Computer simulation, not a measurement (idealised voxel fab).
This section sets out a process module, namely voxel local oxidation.
290 nm wide, 5 nm square cells: that's cross-section cut.
When this document writes out a cross-section, it uses a grid of square cells and lists it as bands, beginning at the top and moving down, with a band standing for one or more rows of cells.
What a band's entry tells you: where the top is and where the bottom is, as heights in nm, and after that what lies inside, material by material from left to right, each with its width in nm. Empty space is written as the word "air", and a single material marked with the word "everywhere" occupies the band from edge to edge.
It should be noted that heights are counted from 0, beneath which the wafer as supplied is of one material throughout, and that the lowest band possesses no lower boundary but continues downward, as written in "z 0 and below".
Width spec "30 to 40" -> top row of cells at first value, bottom row at second value, equal per-row change in between.
Reading "no modifications" for a step: not a cell of the cross-section changed in it.
"Fully sealed voids" specifies each empty space that is not open to the top and that occupies no fewer than 8 cells, using the form width x height at distance, the distance measured from the left edge and all three quantities in nm.
The remark found on a step's line after its settings is issued by the simulator itself and pertains to that step.
On any step carrying a mask, the "overlay nm" setting, if present on the step's line, tells how far right of its planned place the mask lay; negative values point to the left.

Set out below are the planned steps of the process
1) op RECEIVE | material Si
2) op CONFORMAL_DEP | material SiO2 | thk nm 5
3) op CONFORMAL_DEP | material SiN | thk nm 10
4) op MASKED_ETCH | tone cover | mask id ACTIVE | width nm 100 | pitch nm 140 | etch materials SiN | depth nm 10 | overlay nm 0
5) op SELECTIVE_ETCH | etch materials SiO2 | depth nm 5
6) op OXIDIZE | depth nm 15
7) op STRIP | etch materials SiN

Here's what the wafer looked like in cross-section when it arrived - that's after step 1
	z 0 and below  Si everywhere
	Fully sealed voids: none

Cross-section at module end, one run error; start and plan unchanged from above
	z 5 to 0  air 30 / SiO2 90 / air 50 / SiO2 90 / air 30
	z 0 to -5  SiO2 35 / Si 80 / SiO2 60 / Si 80 / SiO2 35
	z -5 and below  Si everywhere
	Fully sealed voids: none
What went wrong in running the wafer? step 6 was run on a setting that differed from the plan, and what really ran there is op OXIDIZE | depth nm 5
